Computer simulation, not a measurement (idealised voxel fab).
Title: Process Module voxel transistor to metal
cross-section cut | 200 nm wide | cells 5 nm
The cross-sections in this document take the form of a grid made of square cells. They are written out as bands, in order from top to bottom. Each band consists of one or more rows of cells. Quick guide to a band line: top height, bottom height (nm) up front; then every material left to right with its width in nm. Only one material and it's marked "edge to edge"? Then it fills the band edge to edge. And "air" just means empty space. Height datum 0, below which the as-received substrate wafer is one material. Lowest band open at the bottom, running downward: "0 down". Note: "30 to 40" means the width goes from the first number (top row of the band) to the second number (bottom row) in equal steps per row of cells. Where the words "no change occurred" appear for a step, the cross-section shows no cell changed by that step; every cell remained as before. Any empty space of 8 cells or more lacking an open way to the top shows up in "Fully sealed cavities" as width x height at distance, distance from the left edge, in nm. Note: text after step settings on the step line = simulator remark on that step. Regarding "overlay nm": on a step with a mask, it is the distance the mask lay to the right of its planned place; a negative value places it to the left.

# plan
- 1: op RECEIVE | material Si
- 2: op CONFORMAL_DEP | material SiO2 | thk nm 5
- 3: op CONFORMAL_DEP | material SiN | thk nm 10
- 4: op MASKED_ETCH | tone cover | mask id ACTIVE | width nm 135 | etch materials SiN | depth nm 10 | overlay nm 0
- 5: op MASKED_ETCH | tone cover | mask id ACTIVE | width nm 135 | etch materials SiO2 | depth nm 5 | overlay nm -15
- 6: op MASKED_ETCH | tone cover | mask id ACTIVE | width nm 135 | etch materials Si | depth nm 35 | overlay nm 0
- 7: op OXIDIZE | depth nm 5
- 8: op FILL_DEP | material SiO2 | thk nm 10
- 9: op CMP | height nm 15
- 10: op SELECTIVE_ETCH | etch materials SiO2 | depth nm 5
- 11: op STRIP | etch materials SiN
- 12: op SELECTIVE_ETCH | etch materials SiO2 | depth nm 5
- 13: op OXIDIZE | depth nm 5
- 14: op DIRECTIONAL_DEP | material polySi | thk nm 30
- 15: op DIRECTIONAL_DEP | material SiCN | thk nm 15
- 16: op DIRECTIONAL_DEP | material aC | thk nm 15
- 17: op PATTERN | tone cover | mask id GATE | material resist | width nm 35 | thk nm 35 | overlay nm 0
- 18: op DIRECTIONAL_ETCH | etch materials aC | depth nm 15
- 19: op STRIP | etch materials resist
- 20: op DIRECTIONAL_ETCH | etch materials SiCN | depth nm 25
- 21: op DIRECTIONAL_ETCH | etch materials polySi | depth nm 40
- 22: op STRIP | etch materials aC
- 23: op CONFORMAL_DEP | material SiO2 | thk nm 5
- 24: op DIRECTIONAL_ETCH | etch materials SiO2 | depth nm 5
- 25: op CONFORMAL_DEP | material SiN | thk nm 10
- 26: op DIRECTIONAL_ETCH | etch materials SiN | depth nm 10
- 27: op DIRECTIONAL_ETCH | etch materials SiO2 | depth nm 5
- 28: op DIRECTIONAL_ETCH | etch materials Si | depth nm 5
- 29: op EPI | material pSi | thk nm 5
- 30: op FILL_DEP | material SiO2 | thk nm 5
- 31: op CMP | height nm 30
- 32: op STRIP | etch materials polySi
- 33: op SELECTIVE_ETCH | etch materials SiO2 | depth nm 5
- 34: op CONFORMAL_DEP | material HfO2 | thk nm 5
- 35: op CONFORMAL_DEP | material TiN | thk nm 5
- 36: op FILL_DEP | material W | thk nm 5
- 37: op CMP | height nm 25
- 38: op DIRECTIONAL_DEP | material SiO2 | thk nm 10
- 39: op PATTERN | tone open | mask id CONTACT | material resist | width nm 20 | pitch nm 95 | thk nm 15 | overlay nm 0
- 40: op DIRECTIONAL_ETCH | etch materials SiO2 | depth nm 40
- 41: op STRIP | etch materials resist
- 42: op CONFORMAL_DEP | material TiN | thk nm 5
- 43: op FILL_DEP | material W | thk nm 10
- 44: op CMP | height nm 35
- 45: op DIRECTIONAL_DEP | material TiN | thk nm 5
- 46: op DIRECTIONAL_DEP | material Ru | thk nm 15
- 47: op MASKED_ETCH | tone cover | mask id METAL_1 | width nm 20 | pitch nm 95 | etch materials Ru | depth nm 15 | overlay nm 0
- 48: op MASKED_ETCH | tone cover | mask id METAL_1 | width nm 20 | pitch nm 95 | etch materials TiN | depth nm 5 | overlay nm 0
- 49: op CONFORMAL_DEP | material SiN | thk nm 5
- 50: op FILL_DEP | material lowk | thk nm 5
- 51: op CMP | height nm 55
- 52: op CONFORMAL_DEP | material SiCN | thk nm 5
Variable across wafers: step 5 overlay nm (plan value is that of the first wafer; starting state common to all).

# As-received cross-section, first of several wafers, post step 1
> 0 down: Si edge to edge
> Fully sealed cavities: none

# Basically each wafer gets a line in the table, showing it at the end of the module: material by material, the cells it gained (+) or lost (-) since we got it, then its closed voids
overlay nm -15; +19 HfO2; +24 Ru; -134 Si; +40 SiCN; +68 SiN; +260 SiO2; +59 TiN; +46 W; +84 lowk; +14 pSi; Fully sealed cavities: none
overlay nm -10; +19 HfO2; +24 Ru; -141 Si; +40 SiCN; +68 SiN; +267 SiO2; +59 TiN; +46 W; +84 lowk; +14 pSi; Fully sealed cavities: none
overlay nm -5; +19 HfO2; +24 Ru; -148 Si; +40 SiCN; +68 SiN; +274 SiO2; +59 TiN; +46 W; +84 lowk; +14 pSi; Fully sealed cavities: none
overlay nm 0; +19 HfO2; +24 Ru; -155 Si; +40 SiCN; +68 SiN; +281 SiO2; +59 TiN; +46 W; +84 lowk; +14 pSi; Fully sealed cavities: none
overlay nm 5; +19 HfO2; +24 Ru; -148 Si; +40 SiCN; +68 SiN; +274 SiO2; +59 TiN; +46 W; +84 lowk; +14 pSi; Fully sealed cavities: none
overlay nm 10; +19 HfO2; +24 Ru; -141 Si; +40 SiCN; +68 SiN; +267 SiO2; +59 TiN; +46 W; +84 lowk; +14 pSi; Fully sealed cavities: none
overlay nm 15; +19 HfO2; +24 Ru; -134 Si; +40 SiCN; +68 SiN; +260 SiO2; +59 TiN; +46 W; +84 lowk; +14 pSi; Fully sealed cavities: none
